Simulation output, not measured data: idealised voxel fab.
The following process module bears the name voxel tone inversion.
The cross-section on display is named cut; it measures 260 nm wide, and its cells are 5 nm squares.
Cross-section = grid of square cells, listed top down in bands; band = one or more rows.
Heads up on the band format: heights come first, top then bottom, in nm. After that it's the materials left to right, each with its width in nm. A single material flagged "throughout" fills the whole band edge to edge, and "air" means there's empty space there.
Measure heights from 0. That's the level where, below it, the as-received wafer is all one material. The lowest band is bottomless and extends downward; write it as in "0 and below".
Graded width ("30 to 40"): value in top row of band = first number; value in bottom row = second number; row-to-row change constant.
Given "no alterations made" for a step, no cell of the cross-section differs between before and after that step.
"Closed voids list" means: voids of 8 cells or more that are shut off from the top with no open way through. Written width x height at distance, distance from the left edge, in nm.
Text after the settings on a step's line: the simulator's own remark on that step.
overlay nm, on a step with a mask: how far to the right of its planned place the mask lay; to the left if negative
# Planned step list for the process
1. RECEIVE (material Si)
2. CONFORMAL_DEP (material SiN; thk nm 10)
3. DIRECTIONAL_DEP (material aC; thk nm 25)
4. PATTERN (tone cover; mask id POSTS; material resist; width nm 25; pitch nm 50; thk nm 30; overlay nm -15)
5. DIRECTIONAL_ETCH (etch materials aC; depth nm 25)
6. STRIP (etch materials resist)
7. FILL_DEP (material SiO2; thk nm 5)
8. CMP (height nm 35)
9. STRIP (etch materials aC)
The wafers are alike at the start. At step 4, their overlay nm differs. The plan lists the first wafer's value.
# After step 1, as received: first of several wafers, cross-section
* 0 and below = Si throughout
* Closed voids list: none
# first wafer at the end, after step 9
* 35 down to 10 = SiO2 50 nm, then air 25 nm, then SiO2 25 nm, then air 25 nm, then SiO2 25 nm, then air 25 nm, then SiO2 85 nm
* 10 down to 0 = SiN throughout
* 0 and below = Si throughout
* Closed voids list: none
# The final wafer, sectioned at module end
* 35 down to 10 = SiO2 80 nm, then air 25 nm, then SiO2 25 nm, then air 25 nm, then SiO2 25 nm, then air 25 nm, then SiO2 55 nm
* 10 down to 0 = SiN throughout
* 0 and below = Si throughout
* Closed voids list: none
# Below: a row per wafer. Contents at end of module: for every material, cells gained since receipt (+) or lost since receipt (-); then closed voids
overlay nm -15 | +104 SiN | +185 SiO2 | Closed voids list: none
overlay nm -10 | +104 SiN | +185 SiO2 | Closed voids list: none
overlay nm -5 | +104 SiN | +185 SiO2 | Closed voids list: none
overlay nm 0 | +104 SiN | +185 SiO2 | Closed voids list: none
overlay nm 5 | +104 SiN | +185 SiO2 | Closed voids list: none
overlay nm 10 | +104 SiN | +185 SiO2 | Closed voids list: none
overlay nm 15 | +104 SiN | +185 SiO2 | Closed voids list: none
